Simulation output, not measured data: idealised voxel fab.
The following process module bears the name voxel spacer lines.
Cross-section cut: width 195 nm, square cells of 5 nm.
Cross-section, as written here: a square-cell grid given band by band from the top down, where a band holds one or more rows of cells. Heights first: top, then bottom, in nm. Then materials, left to right, each with a width in nm. "edge to edge" on a single material: fills the band edge to edge. "blank": empty space. Heights are expressed relative to 0, this being the level below which the as-received wafer comprises one material exclusively. The lowest band is unbounded in the downward direction and is denoted as in "0 nm and below". The width entry "30 to 40" should be interpreted row by row: the top row of cells in the band takes the first number, the bottom row takes the second number, and the change between adjacent rows is uniform throughout. No cell of the cross-section changed in a step that is given as "no modification". In "Closed void listing" the enclosed voids are listed, meaning empty spaces of 8 cells or larger without any opening to the top. The form is width x height at distance, distance from the left edge, units nm. That trailing text on a step's line, after the settings, is the simulator's own remark on the step. "overlay nm" answers the question of how far to the right of plan the mask lay on a step that has a mask, and when it is negative the answer is to the left.

Here's what the planned process steps look like
- 1: RECEIVE with material Si
- 2: CONFORMAL_DEP with material SiO2, thk nm 10
- 3: DIRECTIONAL_DEP with material TiN, thk nm 15
- 4: DIRECTIONAL_DEP with material aC, thk nm 30
- 5: PATTERN with tone cover, mask id MANDREL, material resist, width nm 20, pitch nm 70, thk nm 35, overlay nm 0
- 6: DIRECTIONAL_ETCH with etch materials aC, depth nm 30
- 7: STRIP with etch materials resist
- 8: CONFORMAL_DEP with material SiN, thk nm 15
- 9: DIRECTIONAL_ETCH with etch materials SiN, depth nm 15
- 10: STRIP with etch materials aC
- 11: DIRECTIONAL_ETCH with etch materials TiN, depth nm 15
- 12: STRIP with etch materials SiN

What follows covers the first of two wafers; it ran as planned

Cross-section: wafer on arrival = after step 1
0 nm and below | Si edge to edge
Closed void listing: none

Cross-section of the wafer after step 2
10 nm to 0 nm | SiO2 edge to edge
No changes below 0.

Cross-section of the wafer after step 3
25 nm to 10 nm | TiN edge to edge
No changes below 10.

Cross-section of the wafer after step 4
55 nm to 25 nm | aC edge to edge
No changes below 25.

Cross-section of the wafer after step 5
90 nm to 55 nm | 15 nm blank | 20 nm resist | 50 nm blank | 20 nm resist | 50 nm blank | 20 nm resist | 20 nm blank
No changes below 55.

Cross-section of the wafer after step 6
60 nm to 55 nm | 15 nm blank | 20 nm resist | 50 nm blank | 20 nm resist | 50 nm blank | 20 nm resist | 20 nm blank
55 nm to 25 nm | 15 nm blank | 20 nm aC | 50 nm blank | 20 nm aC | 50 nm blank | 20 nm aC | 20 nm blank
No changes below 25.

Cross-section of the wafer after step 7
55 nm to 25 nm | 15 nm blank | 20 nm aC | 50 nm blank | 20 nm aC | 50 nm blank | 20 nm aC | 20 nm blank
No changes below 25.

Cross-section of the wafer after step 8
70 nm to 55 nm | 50 nm SiN | 20 nm blank | 50 nm SiN | 20 nm blank | 50 nm SiN | 5 nm blank
55 nm to 40 nm | 15 nm SiN | 20 nm aC | 15 nm SiN | 20 nm blank | 15 nm SiN | 20 nm aC | 15 nm SiN | 20 nm blank | 15 nm SiN | 20 nm aC | 15 nm SiN | 5 nm blank
40 nm to 25 nm | 15 nm SiN | 20 nm aC | 50 nm SiN | 20 nm aC | 50 nm SiN | 20 nm aC | 20 nm SiN
No changes below 25.

Cross-section of the wafer after step 9
55 nm to 25 nm | 15 nm SiN | 20 nm aC | 15 nm SiN | 20 nm blank | 15 nm SiN | 20 nm aC | 15 nm SiN | 20 nm blank | 15 nm SiN | 20 nm aC | 15 nm SiN | 5 nm blank
No changes below 25.

Cross-section of the wafer after step 10
55 nm to 25 nm | 15 nm SiN | 20 nm blank | 15 nm SiN | 20 nm blank | 15 nm SiN | 20 nm blank | 15 nm SiN | 20 nm blank | 15 nm SiN | 20 nm blank | 15 nm SiN | 5 nm blank
No changes below 25.

Cross-section of the wafer after step 11
55 nm to 25 nm | 15 nm SiN | 20 nm blank | 15 nm SiN | 20 nm blank | 15 nm SiN | 20 nm blank | 15 nm SiN | 20 nm blank | 15 nm SiN | 20 nm blank | 15 nm SiN | 5 nm blank
25 nm to 10 nm | 15 nm TiN | 20 nm blank | 15 nm TiN | 20 nm blank | 15 nm TiN | 20 nm blank | 15 nm TiN | 20 nm blank | 15 nm TiN | 20 nm blank | 15 nm TiN | 5 nm blank
No changes below 10.

Cross-section of the wafer after step 12
25 nm to 10 nm | 15 nm TiN | 20 nm blank | 15 nm TiN | 20 nm blank | 15 nm TiN | 20 nm blank | 15 nm TiN | 20 nm blank | 15 nm TiN | 20 nm blank | 15 nm TiN | 5 nm blank
No changes below 10.

Second of two: same start, same plan, one run error; steps up to and including 4 match the first

Second wafer profile in section, at the moment step 5 of the plan was meant to be complete
90 nm to 55 nm | 20 nm blank | 20 nm resist | 50 nm blank | 20 nm resist | 50 nm blank | 20 nm resist | 15 nm blank
No changes below 55.

Second wafer profile in section, at the moment step 6 of the plan was meant to be complete
60 nm to 55 nm | 20 nm blank | 20 nm resist | 50 nm blank | 20 nm resist | 50 nm blank | 20 nm resist | 15 nm blank
55 nm to 25 nm | 20 nm blank | 20 nm aC | 50 nm blank | 20 nm aC | 50 nm blank | 20 nm aC | 15 nm blank
No changes below 25.

Second wafer profile in section, at the moment step 7 of the plan was meant to be complete
55 nm to 25 nm | 20 nm blank | 20 nm aC | 50 nm blank | 20 nm aC | 50 nm blank | 20 nm aC | 15 nm blank
No changes below 25.

Second wafer profile in section, at the moment step 8 of the plan was meant to be complete
70 nm to 55 nm | 5 nm blank | 50 nm SiN | 20 nm blank | 50 nm SiN | 20 nm blank | 50 nm SiN
55 nm to 40 nm | 5 nm blank | 15 nm SiN | 20 nm aC | 15 nm SiN | 20 nm blank | 15 nm SiN | 20 nm aC | 15 nm SiN | 20 nm blank | 15 nm SiN | 20 nm aC | 15 nm SiN
40 nm to 25 nm | 20 nm SiN | 20 nm aC | 50 nm SiN | 20 nm aC | 50 nm SiN | 20 nm aC | 15 nm SiN
No changes below 25.

Second wafer profile in section, at the moment step 9 of the plan was meant to be complete
55 nm to 25 nm | 5 nm blank | 15 nm SiN | 20 nm aC | 15 nm SiN | 20 nm blank | 15 nm SiN | 20 nm aC | 15 nm SiN | 20 nm blank | 15 nm SiN | 20 nm aC | 15 nm SiN
No changes below 25.

Second wafer profile in section, at the moment step 10 of the plan was meant to be complete
55 nm to 25 nm | 5 nm blank | 15 nm SiN | 20 nm blank | 15 nm SiN | 20 nm blank | 15 nm SiN | 20 nm blank | 15 nm SiN | 20 nm blank | 15 nm SiN | 20 nm blank | 15 nm SiN
No changes below 25.

Second wafer profile in section, at the moment step 11 of the plan was meant to be complete
55 nm to 25 nm | 5 nm blank | 15 nm SiN | 20 nm blank | 15 nm SiN | 20 nm blank | 15 nm SiN | 20 nm blank | 15 nm SiN | 20 nm blank | 15 nm SiN | 20 nm blank | 15 nm SiN
25 nm to 10 nm | 5 nm blank | 15 nm TiN | 20 nm blank | 15 nm TiN | 20 nm blank | 15 nm TiN | 20 nm blank | 15 nm TiN | 20 nm blank | 15 nm TiN | 20 nm blank | 15 nm TiN
No changes below 10.

Second wafer profile in section, at the moment step 12 of the plan was meant to be complete
25 nm to 10 nm | 5 nm blank | 15 nm TiN | 20 nm blank | 15 nm TiN | 20 nm blank | 15 nm TiN | 20 nm blank | 15 nm TiN | 20 nm blank | 15 nm TiN | 20 nm blank | 15 nm TiN
No changes below 10.
The plan and the run diverged here: for step 5, the planned setting was not used; the step was instead run as PATTERN with tone cover, mask id MANDREL, material resist, width nm 20, pitch nm 70, thk nm 35, overlay nm 5
Matching per-material cell counts, mismatched positions: that is how the second wafer compares with the first at the end.
